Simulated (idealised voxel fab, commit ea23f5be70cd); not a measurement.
process module | voxel tone inversion
cross-section cut | 150 nm wide | cells 5 nm
A cross-section is a grid of square cells, given in bands from the top down. A band is one or more rows of cells.
Each band's line starts with the height of the band's top and of its bottom, in nm. Then come its materials from left to right, each with its width in nm. One material with "throughout" fills the band from edge to edge. "air" is empty space.
Height 0 is the level under which the wafer as received is all one material. The lowest band goes on downwards, as in "0 down".
A width such as "30 to 40" changes by the same amount from each row of cells to the next, from the band's top row to its bottom row.
"no change" after a step means that no cell of the cross-section changed.
closed voids: empty space of 8 cells or more with no open way to the top, each as width x height at its distance from the left edge, in nm
after a step's settings: what the simulator itself notes on the step
overlay nm, on a step with a mask: how far to the right of its planned place the mask lay; to the left if negative
plan
1 op RECEIVE | material Si
2 op CONFORMAL_DEP | material SiN | thk nm 10
3 op DIRECTIONAL_DEP | material aC | thk nm 25
4 op PATTERN | tone cover | mask id POSTS | material resist | width nm 15 | pitch nm 45 | thk nm 30 | overlay nm 0
5 op DIRECTIONAL_ETCH | etch materials aC | depth nm 25
6 op STRIP | etch materials resist
7 op FILL_DEP | material SiO2 | thk nm 5
8 op CMP | height nm 35
9 op STRIP | etch materials aC
10 op CONFORMAL_DEP | material TiN | thk nm 5
11 op FILL_DEP | material W | thk nm 5
12 op CMP | height nm 35
13 op CONFORMAL_DEP | material SiCN | thk nm 5
first wafer, as planned
as received, after step 1
  0 down: Si throughout
  closed voids: none
after step 2
  10 to 0: SiN throughout
  below 0: unchanged
after step 3
  35 to 10: aC throughout
  below 10: unchanged
after step 4
  65 to 35: air 20 | resist 15 | air 30 | resist 15 | air 30 | resist 15 | air 25
  below 35: unchanged
after step 5
  40 to 35: air 20 | resist 15 | air 30 | resist 15 | air 30 | resist 15 | air 25
  35 to 10: air 20 | aC 15 | air 30 | aC 15 | air 30 | aC 15 | air 25
  below 10: unchanged
after step 6
  35 to 10: air 20 | aC 15 | air 30 | aC 15 | air 30 | aC 15 | air 25
  below 10: unchanged
after step 7
  40 to 35: SiO2 throughout
  35 to 10: SiO2 20 | aC 15 | SiO2 30 | aC 15 | SiO2 30 | aC 15 | SiO2 25
  below 10: unchanged
after step 8
  35 to 10: SiO2 20 | aC 15 | SiO2 30 | aC 15 | SiO2 30 | aC 15 | SiO2 25
  below 10: unchanged
after step 9
  35 to 10: SiO2 20 | air 15 | SiO2 30 | air 15 | SiO2 30 | air 15 | SiO2 25
  below 10: unchanged
after step 10
  40 to 35: TiN 25 | air 5 | TiN 40 | air 5 | TiN 40 | air 5 | TiN 30
  35 to 15: SiO2 20 | TiN 5 | air 5 | TiN 5 | SiO2 30 | TiN 5 | air 5 | TiN 5 | SiO2 30 | TiN 5 | air 5 | TiN 5 | SiO2 25
  15 to 10: SiO2 20 | TiN 15 | SiO2 30 | TiN 15 | SiO2 30 | TiN 15 | SiO2 25
  below 10: unchanged
after step 11
  45 to 40: W throughout
  40 to 35: TiN 25 | W 5 | TiN 40 | W 5 | TiN 40 | W 5 | TiN 30
  35 to 15: SiO2 20 | TiN 5 | W 5 | TiN 5 | SiO2 30 | TiN 5 | W 5 | TiN 5 | SiO2 30 | TiN 5 | W 5 | TiN 5 | SiO2 25
  below 15: unchanged
after step 12
  35 to 15: SiO2 20 | TiN 5 | W 5 | TiN 5 | SiO2 30 | TiN 5 | W 5 | TiN 5 | SiO2 30 | TiN 5 | W 5 | TiN 5 | SiO2 25
  below 15: unchanged
after step 13
  40 to 35: SiCN throughout
  below 35: unchanged
second wafer: like start, like plan, one mistake. Through step 6 it matches the first wafer
when step 7 should have ended
  45 to 35: SiO2 throughout
  35 to 10: SiO2 20 | aC 15 | SiO2 30 | aC 15 | SiO2 30 | aC 15 | SiO2 25
  below 10: unchanged
when step 8 should have ended
  35 to 10: SiO2 20 | aC 15 | SiO2 30 | aC 15 | SiO2 30 | aC 15 | SiO2 25
  below 10: unchanged
when step 9 should have ended
  35 to 10: SiO2 20 | air 15 | SiO2 30 | air 15 | SiO2 30 | air 15 | SiO2 25
  below 10: unchanged
when step 10 should have ended
  40 to 35: TiN 25 | air 5 | TiN 40 | air 5 | TiN 40 | air 5 | TiN 30
  35 to 15: SiO2 20 | TiN 5 | air 5 | TiN 5 | SiO2 30 | TiN 5 | air 5 | TiN 5 | SiO2 30 | TiN 5 | air 5 | TiN 5 | SiO2 25
  15 to 10: SiO2 20 | TiN 15 | SiO2 30 | TiN 15 | SiO2 30 | TiN 15 | SiO2 25
  below 10: unchanged
when step 11 should have ended
  45 to 40: W throughout
  40 to 35: TiN 25 | W 5 | TiN 40 | W 5 | TiN 40 | W 5 | TiN 30
  35 to 15: SiO2 20 | TiN 5 | W 5 | TiN 5 | SiO2 30 | TiN 5 | W 5 | TiN 5 | SiO2 30 | TiN 5 | W 5 | TiN 5 | SiO2 25
  below 15: unchanged
when step 12 should have ended
  35 to 15: SiO2 20 | TiN 5 | W 5 | TiN 5 | SiO2 30 | TiN 5 | W 5 | TiN 5 | SiO2 30 | TiN 5 | W 5 | TiN 5 | SiO2 25
  below 15: unchanged
when step 13 should have ended
  40 to 35: SiCN throughout
  below 35: unchanged
what went wrong: step 7 was run twice
at the end the two cross-sections are the same: no effect in what this model computes
